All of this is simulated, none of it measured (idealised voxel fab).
This section sets out a process module, namely voxel self aligned contacts.
Square cell edge 5 nm, section width 180 nm, ID cut.
Think of the cross-section as a grid of square cells. We describe it in bands, top to bottom, and each band covers one or more rows of those cells. Band: top height; bottom height; in nm. Then, left to right: material with width in nm, for each material. "throughout": a single material spanning edge to edge. "blank": empty space. Zero point of the height axis is 0; under it, received wafer = one material. Lowest band: continues down indefinitely, "z 0 and below". So if you see something like "30->40" for the width, read it as the top row of the band sitting at the first number and the bottom row at the second, with every row in between moving by the same amount as the last. No cell of the cross-section changed in a step that is given as "remained the same". "Closed void register" lists enclosed empty spaces (at least 8 cells, no open path upward to the top), each as width x height at distance from the left edge, in nm. That trailing text on a step's line, after the settings, is the simulator's own remark on the step. The optional step-line setting "overlay nm" applies to steps with a mask and quantifies how far to the right of its planned location the mask lay, a negative value indicating leftward placement. The remainder of this document consists of a sequence of paired cross-sections. Each pair presents the cross-section prior to one process step together with the cross-section following it, the latter being rendered only as deep as the lowest band that underwent change. The intervening step, together with its settings, is stated beneath each pair. Because the pairs may originate from different runs of this module on the same starting wafer, a given pair is to be read as continuing from the preceding pair only where its entry headed "State before step" so indicates.
[State before step]
	z 50 to 45: SiO2 60 | blank 55 | SiO2 65
	z 45 to 25: SiO2 15 | SiN 50 | blank 25 | SiN 50 | SiO2 40
	z 25 to 5: SiO2 15 | SiN 10 | polySi 40 | SiN 10 | blank 15 | SiN 10 | polySi 40 | SiN 10 | SiO2 30
	z 5 to 0: SiO2 75 | blank 15 | SiO2 90
	z 0 and below: Si throughout
	Closed void register: none
[Post-Step Appearance]
	z 55 to 50: TiN 65 | blank 45 | TiN 70
	z 50 to 45: SiO2 60 | TiN 10 | blank 15 | TiN 30 | SiO2 65
	z 45 to 30: SiO2 15 | SiN 50 | TiN 5 | blank 15 | TiN 5 | SiN 50 | SiO2 40
	z 30 to 25: SiO2 15 | SiN 50 | TiN 15 | blank 5 | TiN 5 | SiN 50 | SiO2 40
	z 25 to 5: SiO2 15 | SiN 10 | polySi 40 | SiN 10 | TiN 5 | blank 5 | TiN 5 | SiN 10 | polySi 40 | SiN 10 | SiO2 30
	z 5 to 0: SiO2 75 | TiN 15 | SiO2 90
	below 0: unchanged
	Closed void register: none
Going from one cross-section above to the next, the wafer undergoes CONFORMAL_DEP: material TiN, thk nm 5
State before step: refer to the pair immediately above; the cross-section shown after its step is the state before this one.
[Post-Step Appearance]
	z 60 to 55: Ru throughout
	z 55 to 50: TiN 65 | Ru 45 | TiN 70
	z 50 to 45: SiO2 60 | TiN 10 | Ru 15 | TiN 30 | SiO2 65
	z 45 to 30: SiO2 15 | SiN 50 | TiN 5 | Ru 15 | TiN 5 | SiN 50 | SiO2 40
	z 30 to 25: SiO2 15 | SiN 50 | TiN 15 | Ru 5 | TiN 5 | SiN 50 | SiO2 40
	z 25 to 5: SiO2 15 | SiN 10 | polySi 40 | SiN 10 | TiN 5 | Ru 5 | TiN 5 | SiN 10 | polySi 40 | SiN 10 | SiO2 30
	below 5: unchanged
	Closed void register: none
Going from one cross-section above to the next, the wafer undergoes FILL_DEP: material Ru, thk nm 5
State before step: refer to the pair immediately above; the cross-section shown after its step is the state before this one.
[Post-Step Appearance]
	z 50 to 45: SiO2 60 | TiN 10 | Ru 15 | TiN 30 | SiO2 65
	below 45: unchanged
	Closed void register: none
Going from one cross-section above to the next, the wafer undergoes CMP: height nm 50
State before step: refer to the pair immediately above; the cross-section shown after its step is the state before this one.
[Post-Step Appearance]
	z 55 to 50: SiCN throughout
	below 50: unchanged
	Closed void register: none
Going from one cross-section above to the next, the wafer undergoes CONFORMAL_DEP: material SiCN, thk nm 5
[State before step]
	z 45 to 25: blank 25 | SiN 50 | blank 25 | SiN 50 | blank 30
	z 25 to 5: blank 25 | SiN 10 | polySi 30 | SiN 10 | blank 25 | SiN 10 | polySi 30 | SiN 10 | blank 30
	z 5 to 0: SiO2 throughout
	z 0 and below: Si throughout
	Closed void register: none
[Post-Step Appearance]
	z 55 to 45: TiN throughout
	z 45 to 25: TiN 25 | SiN 50 | TiN 25 | SiN 50 | TiN 30
	z 25 to 5: TiN 25 | SiN 10 | polySi 30 | SiN 10 | TiN 25 | SiN 10 | polySi 30 | SiN 10 | TiN 30
	below 5: unchanged
	Closed void register: none
Going from one cross-section above to the next, the wafer undergoes FILL_DEP: material TiN, thk nm 10
State before step: refer to the pair immediately above; the cross-section shown after its step is the state before this one.
[Post-Step Appearance]
	z 50 to 45: TiN throughout
	below 45: unchanged
	Closed void register: none
Going from one cross-section above to the next, the wafer undergoes CMP: height nm 50
State before step: refer to the pair immediately above; the cross-section shown after its step is the state before this one.
[Post-Step Appearance]
	z 70 to 50: resist 60 | blank 55 | resist 65
	below 50: unchanged
	Closed void register: none
Going from one cross-section above to the next, the wafer undergoes PATTERN: tone open, mask id CONTACT, material resist, width nm 55, thk nm 20, overlay nm 0
State before step: refer to the pair immediately above; the cross-section shown after its step is the state before this one.
[Post-Step Appearance]
	z 50 to 45: TiN throughout
	below 45: unchanged
	Closed void register: none
Going from one cross-section above to the next, the wafer undergoes STRIP: etch materials resist
State before step: refer to the pair immediately above; the cross-section shown after its step is the state before this one.
[Post-Step Appearance]
	z 55 to 45: TiN throughout
	below 45: unchanged
	Closed void register: none
Going from one cross-section above to the next, the wafer undergoes CONFORMAL_DEP: material TiN, thk nm 5
State before step: refer to the pair immediately above; the cross-section shown after its step is the state before this one.
[Post-Step Appearance]
	z 60 to 55: Ru throughout
	below 55: unchanged
	Closed void register: none
Going from one cross-section above to the next, the wafer undergoes FILL_DEP: material Ru, thk nm 5
State before step: refer to the pair immediately above; the cross-section shown after its step is the state before this one.
[Post-Step Appearance]
	z 50 to 45: TiN throughout
	below 45: unchanged
	Closed void register: none
Going from one cross-section above to the next, the wafer undergoes CMP: height nm 50
State before step: refer to the pair immediately above; the cross-section shown after its step is the state before this one.
[Post-Step Appearance]
	z 55 to 50: SiCN throughout
	below 50: unchanged
	Closed void register: none
Going from one cross-section above to the next, the wafer undergoes CONFORMAL_DEP: material SiCN, thk nm 5
[State before step]
	z 45 to 25: SiN throughout
	z 25 to 5: polySi throughout
	z 5 to 0: SiO2 throughout
	z 0 and below: Si throughout
	Closed void register: none
[Post-Step Appearance]
	z 45 to 25: SiN 35 | blank 30 | SiN 45 | blank 30 | SiN 40
	below 25: unchanged
	Closed void register: none
Going from one cross-section above to the next, the wafer undergoes MASKED_ETCH: tone open, mask id GATE, width nm 30, pitch nm 75, etch materials SiN, depth nm 20, overlay nm 0
State before step: refer to the pair immediately above; the cross-section shown after its step is the state before this one.
[Post-Step Appearance]
	z 55 to 35: SiN 45 | blank 10 | SiN 65 | blank 10 | SiN 50
	z 35 to 25: SiN throughout
	below 25: unchanged
	Closed void register: none
Going from one cross-section above to the next, the wafer undergoes CONFORMAL_DEP: material SiN, thk nm 10
State before step: refer to the pair immediately above; the cross-section shown after its step is the state before this one.
[Post-Step Appearance]
	z 45 to 25: SiN 45 | blank 10 | SiN 65 | blank 10 | SiN 50
	below 25: unchanged
	Closed void register: none
Going from one cross-section above to the next, the wafer undergoes DIRECTIONAL_ETCH: etch materials SiN, depth nm 10
State before step: refer to the pair immediately above; the cross-section shown after its step is the state before this one.
[Post-Step Appearance]
	z 55 to 45: SiO2 throughout
	z 45 to 25: SiN 45 | SiO2 10 | SiN 65 | SiO2 10 | SiN 50
	below 25: unchanged
	Closed void register: none
Going from one cross-section above to the next, the wafer undergoes FILL_DEP: material SiO2, thk nm 10
State before step: refer to the pair immediately above; the cross-section shown after its step is the state before this one.
[Post-Step Appearance]
	z 50 to 45: SiO2 throughout
	below 45: unchanged
	Closed void register: none
Going from one cross-section above to the next, the wafer undergoes CMP: height nm 50
State before step: refer to the pair immediately above; the cross-section shown after its step is the state before this one.
[Post-Step Appearance]
	z 70 to 50: resist 60 | blank 55 | resist 65
	below 50: unchanged
	Closed void register: none
Going from one cross-section above to the next, the wafer undergoes PATTERN: tone open, mask id CONTACT, material resist, width nm 55, thk nm 20, overlay nm 0
State before step: refer to the pair immediately above; the cross-section shown after its step is the state before this one.
[Post-Step Appearance]
	z 70 to 50: resist 60 | blank 55 | resist 65
	z 50 to 45: SiO2 60 | blank 55 | SiO2 65
	below 45: unchanged
	Closed void register: none
Going from one cross-section above to the next, the wafer undergoes DIRECTIONAL_ETCH: etch materials SiO2, depth nm 50
State before step: refer to the pair immediately above; the cross-section shown after its step is the state before this one.
[Post-Step Appearance]
	z 50 to 45: SiO2 60 | blank 55 | SiO2 65
	below 45: unchanged
	Closed void register: none
Going from one cross-section above to the next, the wafer undergoes STRIP: etch materials resist
State before step: refer to the pair immediately above; the cross-section shown after its step is the state before this one.
[Post-Step Appearance]
	z 55 to 50: TiN 65 | blank 45 | TiN 70
	z 50 to 45: SiO2 60 | TiN 55 | SiO2 65
	below 45: unchanged
	Closed void register: none
Going from one cross-section above to the next, the wafer undergoes CONFORMAL_DEP: material TiN, thk nm 5
State before step: refer to the pair immediately above; the cross-section shown after its step is the state before this one.
[Post-Step Appearance]
	z 60 to 55: Ru throughout
	z 55 to 50: TiN 65 | Ru 45 | TiN 70
	below 50: unchanged
	Closed void register: none
Going from one cross-section above to the next, the wafer undergoes FILL_DEP: material Ru, thk nm 5
State before step: refer to the pair immediately above; the cross-section shown after its step is the state before this one.
[Post-Step Appearance]
	z 50 to 45: SiO2 60 | TiN 55 | SiO2 65
	below 45: unchanged
	Closed void register: none
Going from one cross-section above to the next, the wafer undergoes CMP: height nm 50
State before step: refer to the pair immediately above; the cross-section shown after its step is the state before this one.
[Post-Step Appearance]
	z 55 to 50: SiCN throughout
	below 50: unchanged
	Closed void register: none
Going from one cross-section above to the next, the wafer undergoes CONFORMAL_DEP: material SiCN, thk nm 5
